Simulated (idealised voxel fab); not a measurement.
You're looking at the process module voxel ribs on slabs.
The cross-section shown here is cut; it is 150 nm wide and divided into square cells measuring 5 nm on a side.
Cross-section format: a grid of square cells, given as bands from top to bottom; each band is one or more rows of cells.
Each band's line starts with the height of the band's top and of its bottom, in nm. Then come its materials from left to right, each with its width in nm. One material with "throughout" fills the band from edge to edge. "empty" is empty space.
Heights are measured from 0, the level below which the as-received wafer is all one material; the lowest band has no bottom and continues downward, written as in "0 nm and below".
Read "30 to 40" as a graded width: first number on top, second number at the bottom, same change between each pair of neighbouring rows.
Where a step carries "same as before", the cross-section came out of it unchanged, cell for cell.
Sealed internal cavities: empty space of 8 cells or more with no open way to the top, each as width x height at its distance from the left edge, in nm
On each step's line, the part that comes after the settings is the simulator's own comment on the step.
For masked steps, "overlay nm" on the step line gives how far right of plan the mask actually lay; a minus sign means it lay to the left.

-- Intended process steps
1: RECEIVE [material Si]
2: DIRECTIONAL_DEP [material SiO2] [thk nm 25]
3: DIRECTIONAL_DEP [material polySi] [thk nm 15]
4: DIRECTIONAL_DEP [material aC] [thk nm 10]
5: PATTERN [tone cover] [mask id RIB] [material resist] [width nm 25] [thk nm 25] [overlay nm 0]
6: DIRECTIONAL_ETCH [etch materials aC] [depth nm 10]
7: STRIP [etch materials resist]
8: DIRECTIONAL_ETCH [etch materials polySi] [depth nm 10]
9: STRIP [etch materials aC]
10: PATTERN [tone cover] [mask id SLAB] [material resist] [width nm 85] [thk nm 20] [overlay nm 0]
11: DIRECTIONAL_ETCH [etch materials polySi] [depth nm 5]
12: STRIP [etch materials resist]
13: FILL_DEP [material SiO2] [thk nm 25]
14: CMP [height nm 60]
15: DIRECTIONAL_DEP [material W] [thk nm 5]
16: DIRECTIONAL_DEP [material aC] [thk nm 15]
17: PATTERN [tone cover] [mask id HEATER] [material resist] [width nm 35] [thk nm 30] [overlay nm 0]
18: DIRECTIONAL_ETCH [etch materials aC] [depth nm 15]
19: STRIP [etch materials resist]
20: DIRECTIONAL_ETCH [etch materials W] [depth nm 5]
21: STRIP [etch materials aC]
22: CONFORMAL_DEP [material SiO2] [thk nm 5]

-- As-received wafer cross-section (after step 1)
0 nm and below  Si throughout
Sealed internal cavities: none

-- The following cross-section depicts the wafer upon conclusion of the module. Processing commenced from the starting condition illustrated above and adhered to the plan illustrated above, save for one mistake in execution
70 nm to 65 nm  empty (50), then SiO2 (45), then empty (55)
65 nm to 60 nm  SiO2 (55), then W (35), then SiO2 (60)
60 nm to 50 nm  SiO2 throughout
50 nm to 40 nm  SiO2 (60), then polySi (25), then SiO2 (65)
40 nm to 35 nm  SiO2 (30), then polySi (85), then SiO2 (35)
35 nm to 25 nm  polySi throughout
25 nm to 0 nm  SiO2 throughout
0 nm and below  Si throughout
Sealed internal cavities: none
Run error: step 3 deviated from plan and actually ran as DIRECTIONAL_DEP [material polySi] [thk nm 25]
